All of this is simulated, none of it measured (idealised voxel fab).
Name of the process module below: voxel capacitor over wiring
cross-section cut | 300 nm wide | cells 5 nm
How to read a cross-section here: the picture is a grid of square cells, written as bands going from the top down, and any band can span one or more rows of cells. Look at the band entry: it leads with the top's height and the bottom's height in nm. Then it lists the materials left to right, with a width in nm for each. The word "throughout" on a single material says that material fills the band edge to edge. The word "empty" is empty space. Where do heights start? At 0: under that level the wafer as delivered is made of one material only. And the lowest band has no floor; it just carries on downward, as in "0 and below". Graded width ("30->40"): value in top row of band = first number; value in bottom row = second number; row-to-row change constant. Step note "nothing was modified" = no cross-section cell changed. Each empty space that has no open way to the top and spans at least 8 cells appears under "Closed voids list" as width x height at distance, the distance counted from the left edge, all in nm. On each step's line, the part that comes after the settings is the simulator's own comment on the step. overlay nm: right-of-plan distance of the mask on a masked step; negative values mean left-of-plan. Every pair from here on: before one process step, after it. The after cross-section reaches only to the lowest band that changed. Below the pair: the step in between and its settings. Pairs can belong to different runs of this module on the same starting wafer; a pair carries on from the pair above only if the entry headed "Status quo ante" says so.

# Status quo ante
* 100 down to 90  Cu throughout
* 90 down to 85  TiN (120); Cu (10); TiN (170)
* 85 down to 80  SiO2 (115); TiN (5); Cu (10); TiN (5); SiO2 (165)
* 80 down to 75  SiO2 (115); TiN (20); SiO2 (165)
* 75 down to 65  SiO2 (105); TiN (60); SiO2 (135)
* 65 down to 60  SiO2 (105); Al2O3 (60); SiO2 (135)
* 60 down to 50  SiO2 (100); TiN (70); SiO2 (130)
* 50 down to 40  lowk (105); TiN (5); W (5); TiN (5); lowk (180)
* 40 down to 35  SiCN (105); TiN (15); SiCN (180)
* 35 down to 15  SiO2 (100); TiN (5); Cu (10); TiN (5); SiO2 (55); TiN (5); Cu (10); TiN (5); SiO2 (105)
* 15 down to 10  SiN (100); TiN (20); SiN (55); TiN (20); SiN (105)
* 10 down to 0  SiO2 throughout
* 0 and below  Si throughout
* Closed voids list: none

# Resulting Structure
* 85 down to 80  SiO2 (115); TiN (5); Cu (10); TiN (5); SiO2 (165)
* Under 80: no change, same as before.
* Closed voids list: none
Connecting step for the cross-sections above: CMP (height nm 85)

Status quo ante: refer to the pair immediately above; the cross-section shown after its step is the state before this one.

# Resulting Structure
* 90 down to 85  SiN throughout
* Under 85: no change, same as before.
* Closed voids list: none
Connecting step for the cross-sections above: CONFORMAL_DEP (material SiN; thk nm 5)

# Status quo ante
* 85 down to 75  SiO2 throughout
* 75 down to 65  SiO2 (105); TiN (60); SiO2 (135)
* 65 down to 60  SiO2 (105); Al2O3 (60); SiO2 (135)
* 60 down to 50  SiO2 (100); TiN (70); SiO2 (130)
* 50 down to 40  lowk (105); TiN (5); W (5); TiN (5); lowk (180)
* 40 down to 35  SiCN (105); TiN (15); SiCN (180)
* 35 down to 15  SiO2 (100); TiN (5); Cu (10); TiN (5); SiO2 (55); TiN (5); Cu (10); TiN (5); SiO2 (105)
* 15 down to 10  SiN (100); TiN (20); SiN (55); TiN (20); SiN (105)
* 10 down to 0  SiO2 throughout
* 0 and below  Si throughout
* Closed voids list: none

# Resulting Structure
* 85 down to 75  SiO2 (120); empty (15); SiO2 (165)
* Under 75: no change, same as before.
* Closed voids list: none
Connecting step for the cross-sections above: MASKED_ETCH (tone open; mask id PLUG_2; width nm 15; etch materials SiO2; depth nm 10; overlay nm 5)

Status quo ante: refer to the pair immediately above; the cross-section shown after its step is the state before this one.

# Resulting Structure
* 90 down to 85  TiN (125); empty (5); TiN (170)
* 85 down to 80  SiO2 (120); TiN (5); empty (5); TiN (5); SiO2 (165)
* 80 down to 75  SiO2 (120); TiN (15); SiO2 (165)
* Under 75: no change, same as before.
* Closed voids list: none
Connecting step for the cross-sections above: CONFORMAL_DEP (material TiN; thk nm 5)

Status quo ante: refer to the pair immediately above; the cross-section shown after its step is the state before this one.

# Resulting Structure
* 100 down to 90  Cu throughout
* 90 down to 85  TiN (125); Cu (5); TiN (170)
* 85 down to 80  SiO2 (120); TiN (5); Cu (5); TiN (5); SiO2 (165)
* Under 80: no change, same as before.
* Closed voids list: none
Connecting step for the cross-sections above: FILL_DEP (material Cu; thk nm 10)

Status quo ante: refer to the pair immediately above; the cross-section shown after its step is the state before this one.

# Resulting Structure
* 85 down to 80  SiO2 (120); TiN (5); Cu (5); TiN (5); SiO2 (165)
* Under 80: no change, same as before.
* Closed voids list: none
Connecting step for the cross-sections above: CMP (height nm 85)

Status quo ante: refer to the pair immediately above; the cross-section shown after its step is the state before this one.

# Resulting Structure
* 90 down to 85  SiN throughout
* Under 85: no change, same as before.
* Closed voids list: none
Connecting step for the cross-sections above: CONFORMAL_DEP (material SiN; thk nm 5)

# Status quo ante
* 10 down to 0  SiO2 throughout
* 0 and below  Si throughout
* Closed voids list: none

# Resulting Structure
* 15 down to 10  SiCN throughout
* Under 10: no change, same as before.
* Closed voids list: none
Connecting step for the cross-sections above: CONFORMAL_DEP (material SiCN; thk nm 5)

Status quo ante: refer to the pair immediately above; the cross-section shown after its step is the state before this one.

# Resulting Structure
* 35 down to 15  SiO2 throughout
* Under 15: no change, same as before.
* Closed voids list: none
Connecting step for the cross-sections above: DIRECTIONAL_DEP (material SiO2; thk nm 20)

Status quo ante: refer to the pair immediately above; the cross-section shown after its step is the state before this one.

# Resulting Structure
* 45 down to 35  aC throughout
* Under 35: no change, same as before.
* Closed voids list: none
Connecting step for the cross-sections above: DIRECTIONAL_DEP (material aC; thk nm 10)

Status quo ante: refer to the pair immediately above; the cross-section shown after its step is the state before this one.

# Resulting Structure
* 75 down to 45  resist (100); empty (20); resist (55); empty (20); resist (105)
* Under 45: no change, same as before.
* Closed voids list: none
Connecting step for the cross-sections above: PATTERN (tone open; mask id METAL_1; material resist; width nm 20; pitch nm 75; thk nm 30; overlay nm 0)

Status quo ante: refer to the pair immediately above; the cross-section shown after its step is the state before this one.

# Resulting Structure
* 65 down to 45  resist (100); empty (20); resist (55); empty (20); resist (105)
* 45 down to 35  aC (100); empty (20); aC (55); empty (20); aC (105)
* Under 35: no change, same as before.
* Closed voids list: none
Connecting step for the cross-sections above: DIRECTIONAL_ETCH (etch materials aC; depth nm 10)

Status quo ante: refer to the pair immediately above; the cross-section shown after its step is the state before this one.

# Resulting Structure
* 45 down to 35  aC (100); empty (20); aC (55); empty (20); aC (105)
* Under 35: no change, same as before.
* Closed voids list: none
Connecting step for the cross-sections above: STRIP (etch materials resist)

Status quo ante: refer to the pair immediately above; the cross-section shown after its step is the state before this one.

# Resulting Structure
* 45 down to 35  aC (100); empty (20); aC (55); empty (20); aC (105)
* 35 down to 15  SiO2 (100); empty (20); SiO2 (55); empty (20); SiO2 (105)
* Under 15: no change, same as before.
* Closed voids list: none
Connecting step for the cross-sections above: DIRECTIONAL_ETCH (etch materials SiO2; depth nm 20)

Status quo ante: refer to the pair immediately above; the cross-section shown after its step is the state before this one.

# Resulting Structure
* 35 down to 15  SiO2 (100); empty (20); SiO2 (55); empty (20); SiO2 (105)
* Under 15: no change, same as before.
* Closed voids list: none
Connecting step for the cross-sections above: STRIP (etch materials aC)

Status quo ante: refer to the pair immediately above; the cross-section shown after its step is the state before this one.

# Resulting Structure
* 40 down to 35  TiN (105); empty (10); TiN (65); empty (10); TiN (110)
* 35 down to 20  SiO2 (100); TiN (5); empty (10); TiN (5); SiO2 (55); TiN (5); empty (10); TiN (5); SiO2 (105)
* 20 down to 15  SiO2 (100); TiN (20); SiO2 (55); TiN (20); SiO2 (105)
* Under 15: no change, same as before.
* Closed voids list: none
Connecting step for the cross-sections above: CONFORMAL_DEP (material TiN; thk nm 5)

Status quo ante: refer to the pair immediately above; the cross-section shown after its step is the state before this one.

# Resulting Structure
* 50 down to 40  Cu throughout
* 40 down to 35  TiN (105); Cu (10); TiN (65); Cu (10); TiN (110)
* 35 down to 20  SiO2 (100); TiN (5); Cu (10); TiN (5); SiO2 (55); TiN (5); Cu (10); TiN (5); SiO2 (105)
* Under 20: no change, same as before.
* Closed voids list: none
Connecting step for the cross-sections above: FILL_DEP (material Cu; thk nm 10)

Status quo ante: refer to the pair immediately above; the cross-section shown after its step is the state before this one.

# Resulting Structure
* 35 down to 20  SiO2 (100); TiN (5); Cu (10); TiN (5); SiO2 (55); TiN (5); Cu (10); TiN (5); SiO2 (105)
* Under 20: no change, same as before.
* Closed voids list: none
Connecting step for the cross-sections above: CMP (height nm 35)

Status quo ante: refer to the pair immediately above; the cross-section shown after its step is the state before this one.

# Resulting Structure
* 40 down to 35  SiCN throughout
* Under 35: no change, same as before.
* Closed voids list: none
Connecting step for the cross-sections above: CONFORMAL_DEP (material SiCN; thk nm 5)

Status quo ante: refer to the pair immediately above; the cross-section shown after its step is the state before this one.

# Resulting Structure
* 50 down to 40  lowk throughout
* Under 40: no change, same as before.
* Closed voids list: none
Connecting step for the cross-sections above: DIRECTIONAL_DEP (material lowk; thk nm 10)

Status quo ante: refer to the pair immediately above; the cross-section shown after its step is the state before this one.

# Resulting Structure
* 60 down to 50  aC throughout
* Under 50: no change, same as before.
* Closed voids list: none
Connecting step for the cross-sections above: DIRECTIONAL_DEP (material aC; thk nm 10)

Status quo ante: refer to the pair immediately above; the cross-section shown after its step is the state before this one.

# Resulting Structure
* 90 down to 60  resist (105); empty (15); resist (180)
* Under 60: no change, same as before.
* Closed voids list: none
Connecting step for the cross-sections above: PATTERN (tone open; mask id PLUG_1; material resist; width nm 15; thk nm 30; overlay nm 0)

Status quo ante: refer to the pair immediately above; the cross-section shown after its step is the state before this one.

# Resulting Structure
* 80 down to 60  resist (105); empty (15); resist (180)
* 60 down to 50  aC (105); empty (15); aC (180)
* Under 50: no change, same as before.
* Closed voids list: none
Connecting step for the cross-sections above: DIRECTIONAL_ETCH (etch materials aC; depth nm 10)

Status quo ante: refer to the pair immediately above; the cross-section shown after its step is the state before this one.

# Resulting Structure
* 60 down to 50  aC (105); empty (15); aC (180)
* Under 50: no change, same as before.
* Closed voids list: none
Connecting step for the cross-sections above: STRIP (etch materials resist)

Status quo ante: refer to the pair immediately above; the cross-section shown after its step is the state before this one.

# Resulting Structure
* 60 down to 50  aC (105); empty (15); aC (180)
* 50 down to 40  lowk (105); empty (15); lowk (180)
* Under 40: no change, same as before.
* Closed voids list: none
Connecting step for the cross-sections above: DIRECTIONAL_ETCH (etch materials lowk; depth nm 10)

Status quo ante: refer to the pair immediately above; the cross-section shown after its step is the state before this one.

# Resulting Structure
* 60 down to 50  aC (105); empty (15); aC (180)
* 50 down to 40  lowk (105); empty (15); lowk (180)
* 40 down to 35  SiCN (105); empty (15); SiCN (180)
* Under 35: no change, same as before.
* Closed voids list: none
Connecting step for the cross-sections above: DIRECTIONAL_ETCH (etch materials SiCN; depth nm 5)

Status quo ante: refer to the pair immediately above; the cross-section shown after its step is the state before this one.

# Resulting Structure
* 50 down to 40  lowk (105); empty (15); lowk (180)
* Under 40: no change, same as before.
* Closed voids list: none
Connecting step for the cross-sections above: STRIP (etch materials aC)

Status quo ante: refer to the pair immediately above; the cross-section shown after its step is the state before this one.

# Resulting Structure
* 55 down to 50  TiN (110); empty (5); TiN (185)
* 50 down to 40  lowk (105); TiN (5); empty (5); TiN (5); lowk (180)
* 40 down to 35  SiCN (105); TiN (15); SiCN (180)
* Under 35: no change, same as before.
* Closed voids list: none
Connecting step for the cross-sections above: CONFORMAL_DEP (material TiN; thk nm 5)

Status quo ante: refer to the pair immediately above; the cross-section shown after its step is the state before this one.

# Resulting Structure
* 65 down to 55  W throughout
* 55 down to 50  TiN (110); W (5); TiN (185)
* 50 down to 40  lowk (105); TiN (5); W (5); TiN (5); lowk (180)
* Under 40: no change, same as before.
* Closed voids list: none
Connecting step for the cross-sections above: FILL_DEP (material W; thk nm 10)

Status quo ante: refer to the pair immediately above; the cross-section shown after its step is the state before this one.

# Resulting Structure
* 50 down to 40  lowk (105); TiN (5); W (5); TiN (5); lowk (180)
* Under 40: no change, same as before.
* Closed voids list: none
Connecting step for the cross-sections above: CMP (height nm 50)

Status quo ante: refer to the pair immediately above; the cross-section shown after its step is the state before this one.

# Resulting Structure
* 60 down to 50  TiN throughout
* Under 50: no change, same as before.
* Closed voids list: none
Connecting step for the cross-sections above: DIRECTIONAL_DEP (material TiN; thk nm 10)

Status quo ante: refer to the pair immediately above; the cross-section shown after its step is the state before this one.

# Resulting Structure
* 65 down to 60  Al2O3 throughout
* Under 60: no change, same as before.
* Closed voids list: none
Connecting step for the cross-sections above: DIRECTIONAL_DEP (material Al2O3; thk nm 5)

Status quo ante: refer to the pair immediately above; the cross-section shown after its step is the state before this one.

# Resulting Structure
* 75 down to 65  TiN throughout
* Under 65: no change, same as before.
* Closed voids list: none
Connecting step for the cross-sections above: DIRECTIONAL_DEP (material TiN; thk nm 10)

Status quo ante: refer to the pair immediately above; the cross-section shown after its step is the state before this one.

# Resulting Structure
* 75 down to 65  empty (105); TiN (60); empty (135)
* Under 65: no change, same as before.
* Closed voids list: none
Connecting step for the cross-sections above: MASKED_ETCH (tone cover; mask id UPPER_PLATE; width nm 60; etch materials TiN; depth nm 10; overlay nm 0)

Status quo ante: refer to the pair immediately above; the cross-section shown after its step is the state before this one.

# Resulting Structure
* 75 down to 65  empty (105); TiN (60); empty (135)
* 65 down to 60  empty (105); Al2O3 (60); empty (135)
* Under 60: no change, same as before.
* Closed voids list: none
Connecting step for the cross-sections above: MASKED_ETCH (tone cover; mask id UPPER_PLATE; width nm 60; etch materials Al2O3; depth nm 5; overlay nm 0)

Status quo ante: refer to the pair immediately above; the cross-section shown after its step is the state before this one.

# Resulting Structure
* 75 down to 65  empty (105); TiN (60); empty (135)
* 65 down to 60  empty (105); Al2O3 (60); empty (135)
* 60 down to 50  empty (100); TiN (70); empty (130)
* Under 50: no change, same as before.
* Closed voids list: none
Connecting step for the cross-sections above: MASKED_ETCH (tone cover; mask id LOWER_PLATE; width nm 70; etch materials TiN; depth nm 10; overlay nm 0)

Status quo ante: refer to the pair immediately above; the cross-section shown after its step is the state before this one.

# Resulting Structure
* 90 down to 75  SiO2 throughout
* 75 down to 65  SiO2 (105); TiN (60); SiO2 (135)
* 65 down to 60  SiO2 (105); Al2O3 (60); SiO2 (135)
* 60 down to 50  SiO2 (100); TiN (70); SiO2 (130)
* Under 50: no change, same as before.
* Closed voids list: none
Connecting step for the cross-sections above: FILL_DEP (material SiO2; thk nm 15)

Status quo ante: refer to the pair immediately above; the cross-section shown after its step is the state before this one.

# Resulting Structure
* 85 down to 75  SiO2 throughout
* Under 75: no change, same as before.
* Closed voids list: none
Connecting step for the cross-sections above: CMP (height nm 85)

Status quo ante: refer to the pair immediately above; the cross-section shown after its step is the state before this one.

# Resulting Structure
* 85 down to 75  SiO2 (115); empty (15); SiO2 (170)
* Under 75: no change, same as before.
* Closed voids list: none
Connecting step for the cross-sections above: MASKED_ETCH (tone open; mask id PLUG_2; width nm 15; etch materials SiO2; depth nm 10; overlay nm 0)

Status quo ante: refer to the pair immediately above; the cross-section shown after its step is the state before this one.

# Resulting Structure
* 90 down to 85  TiN (120); empty (5); TiN (175)
* 85 down to 80  SiO2 (115); TiN (5); empty (5); TiN (5); SiO2 (170)
* 80 down to 75  SiO2 (115); TiN (15); SiO2 (170)
* Under 75: no change, same as before.
* Closed voids list: none
Connecting step for the cross-sections above: CONFORMAL_DEP (material TiN; thk nm 5)

Status quo ante: refer to the pair immediately above; the cross-section shown after its step is the state before this one.

# Resulting Structure
* 100 down to 90  Cu throughout
* 90 down to 85  TiN (120); Cu (5); TiN (175)
* 85 down to 80  SiO2 (115); TiN (5); Cu (5); TiN (5); SiO2 (170)
* Under 80: no change, same as before.
* Closed voids list: none
Connecting step for the cross-sections above: FILL_DEP (material Cu; thk nm 10)

Status quo ante: refer to the pair immediately above; the cross-section shown after its step is the state before this one.

# Resulting Structure
* 85 down to 80  SiO2 (115); TiN (5); Cu (5); TiN (5); SiO2 (170)
* Under 80: no change, same as before.
* Closed voids list: none
Connecting step for the cross-sections above: CMP (height nm 85)

Status quo ante: refer to the pair immediately above; the cross-section shown after its step is the state before this one.

# Resulting Structure
* 90 down to 85  SiN throughout
* Under 85: no change, same as before.
* Closed voids list: none
Connecting step for the cross-sections above: CONFORMAL_DEP (material SiN; thk nm 5)

# Status quo ante
* 75 down to 65  TiN throughout
* 65 down to 60  Al2O3 throughout
* 60 down to 50  TiN throughout
* 50 down to 40  lowk (105); TiN (5); W (5); TiN (5); lowk (180)
* 40 down to 35  SiCN (105); TiN (15); SiCN (180)
* 35 down to 15  SiO2 (100); TiN (5); Cu (10); TiN (5); SiO2 (55); TiN (5); Cu (10); TiN (5); SiO2 (105)
* 15 down to 10  SiN (100); TiN (20); SiN (55); TiN (20); SiN (105)
* 10 down to 0  SiO2 throughout
* 0 and below  Si throughout
* Closed voids list: none

# Resulting Structure
* 75 down to 65  TiN (105); empty (60); TiN (135)
* Under 65: no change, same as before.
* Closed voids list: none
Connecting step for the cross-sections above: MASKED_ETCH (tone open; mask id UPPER_PLATE; width nm 60; etch materials TiN; depth nm 10; overlay nm 0)

Status quo ante: refer to the pair immediately above; the cross-section shown after its step is the state before this one.

# Resulting Structure
* 75 down to 65  empty (100); TiN (5); empty (60); TiN (5); empty (130)
* Under 65: no change, same as before.
* Closed voids list: none
Connecting step for the cross-sections above: MASKED_ETCH (tone cover; mask id LOWER_PLATE; width nm 70; etch materials TiN; depth nm 10; overlay nm 0)

Status quo ante: refer to the pair immediately above; the cross-section shown after its step is the state before this one.

# Resulting Structure
* 90 down to 75  SiO2 throughout
* 75 down to 65  SiO2 (100); TiN (5); SiO2 (60); TiN (5); SiO2 (130)
* Under 65: no change, same as before.
* Closed voids list: none
Connecting step for the cross-sections above: FILL_DEP (material SiO2; thk nm 15)

Status quo ante: refer to the pair immediately above; the cross-section shown after its step is the state before this one.

# Resulting Structure
* 85 down to 75  SiO2 throughout
* Under 75: no change, same as before.
* Closed voids list: none
Connecting step for the cross-sections above: CMP (height nm 85)

Status quo ante: refer to the pair immediately above; the cross-section shown after its step is the state before this one.

# Resulting Structure
* 85 down to 75  SiO2 (115); empty (15); SiO2 (170)
* Under 75: no change, same as before.
* Closed voids list: none
Connecting step for the cross-sections above: MASKED_ETCH (tone open; mask id PLUG_2; width nm 15; etch materials SiO2; depth nm 10; overlay nm 0)

Status quo ante: refer to the pair immediately above; the cross-section shown after its step is the state before this one.

# Resulting Structure
* 90 down to 85  TiN (120); empty (5); TiN (175)
* 85 down to 80  SiO2 (115); TiN (5); empty (5); TiN (5); SiO2 (170)
* 80 down to 75  SiO2 (115); TiN (15); SiO2 (170)
* Under 75: no change, same as before.
* Closed voids list: none
Connecting step for the cross-sections above: CONFORMAL_DEP (material TiN; thk nm 5)

Status quo ante: refer to the pair immediately above; the cross-section shown after its step is the state before this one.

# Resulting Structure
* 100 down to 90  Cu throughout
* 90 down to 85  TiN (120); Cu (5); TiN (175)
* 85 down to 80  SiO2 (115); TiN (5); Cu (5); TiN (5); SiO2 (170)
* Under 80: no change, same as before.
* Closed voids list: none
Connecting step for the cross-sections above: FILL_DEP (material Cu; thk nm 10)

Status quo ante: refer to the pair immediately above; the cross-section shown after its step is the state before this one.

# Resulting Structure
* 85 down to 80  SiO2 (115); TiN (5); Cu (5); TiN (5); SiO2 (170)
* Under 80: no change, same as before.
* Closed voids list: none
Connecting step for the cross-sections above: CMP (height nm 85)

Status quo ante: refer to the pair immediately above; the cross-section shown after its step is the state before this one.

# Resulting Structure
* 90 down to 85  SiN throughout
* Under 85: no change, same as before.
* Closed voids list: none
Connecting step for the cross-sections above: CONFORMAL_DEP (material SiN; thk nm 5)
